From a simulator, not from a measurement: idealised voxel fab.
Process module, titled voxel air gaps
The width of the displayed cross-section, cut, is 225 nm; its cells are square, with a size of 5 nm.
Cross-section format: a grid of square cells, given as bands from top to bottom; each band is one or more rows of cells.
Quick guide to a band line: top height, bottom height (nm) up front; then every material left to right with its width in nm. Only one material and it's marked "edge to edge"? Then it fills the band edge to edge. And "air" just means empty space.
It should be noted that heights are counted from 0, beneath which the wafer as supplied is of one material throughout, and that the lowest band possesses no lower boundary but continues downward, as written in "top 0, no bottom".
Read "30..40" as a graded width: first number on top, second number at the bottom, same change between each pair of neighbouring rows.
"no alterations made" -> step changed no cross-section cell.
Voids not open to the top, 8 cells minimum: see "Trapped voids". Written width x height at distance; distance is from the left edge; nm.
Heads up: the bit after the settings on a step's line is the simulator's remark on that step.
If you see "overlay nm" on a step's line and that step has a mask, it's telling you how far right of where it was planned the mask ended up; a negative number means it went left instead.

**Intended process steps**
| 1 | RECEIVE,material Si |
| 2 | CONFORMAL_DEP,material SiO2,thk nm 10 |
| 3 | CONFORMAL_DEP,material SiCN,thk nm 5 |
| 4 | DIRECTIONAL_DEP,material SiO2,thk nm 35 |
| 5 | MASKED_ETCH,tone open,mask id LINES,width nm 15,pitch nm 40,etch materials SiO2,depth nm 35,overlay nm 0 |
| 6 | CONFORMAL_DEP,material TiN,thk nm 5 |
| 7 | FILL_DEP,material Cu,thk nm 5 |
| 8 | CMP,height nm 50 |
| 9 | EPI,material Ru,thk nm 10 |
| 10 | SELECTIVE_ETCH,etch materials SiO2,depth nm 45 |
| 11 | CONFORMAL_DEP,material SiCN,thk nm 5 |
The wafers in this document start out alike and differ in the thk nm applied at step 6; the plan shows the value used for the first wafer.

**Step 1 complete: as-received cross-section of the first of several wafers**
	top 0, no bottom = Si edge to edge
	Trapped voids: none

**each wafer at the end: cells of each material gained (+) or lost (-) since it was received, then its closed voids**
thk nm 5, +18 Cu, +42 Ru, +160 SiCN, +90 SiO2, +45 TiN, Trapped voids: 15 x 25 at 85; 15 x 25 at 125
thk nm 10, +42 Ru, +160 SiCN, +90 SiO2, +63 TiN, Trapped voids: 15 x 25 at 85; 15 x 25 at 125
thk nm 15, +42 Ru, +160 SiCN, +90 SiO2, +63 TiN, Trapped voids: 15 x 25 at 85; 15 x 25 at 125
thk nm 20, +42 Ru, +160 SiCN, +90 SiO2, +63 TiN, Trapped voids: 15 x 25 at 85; 15 x 25 at 125
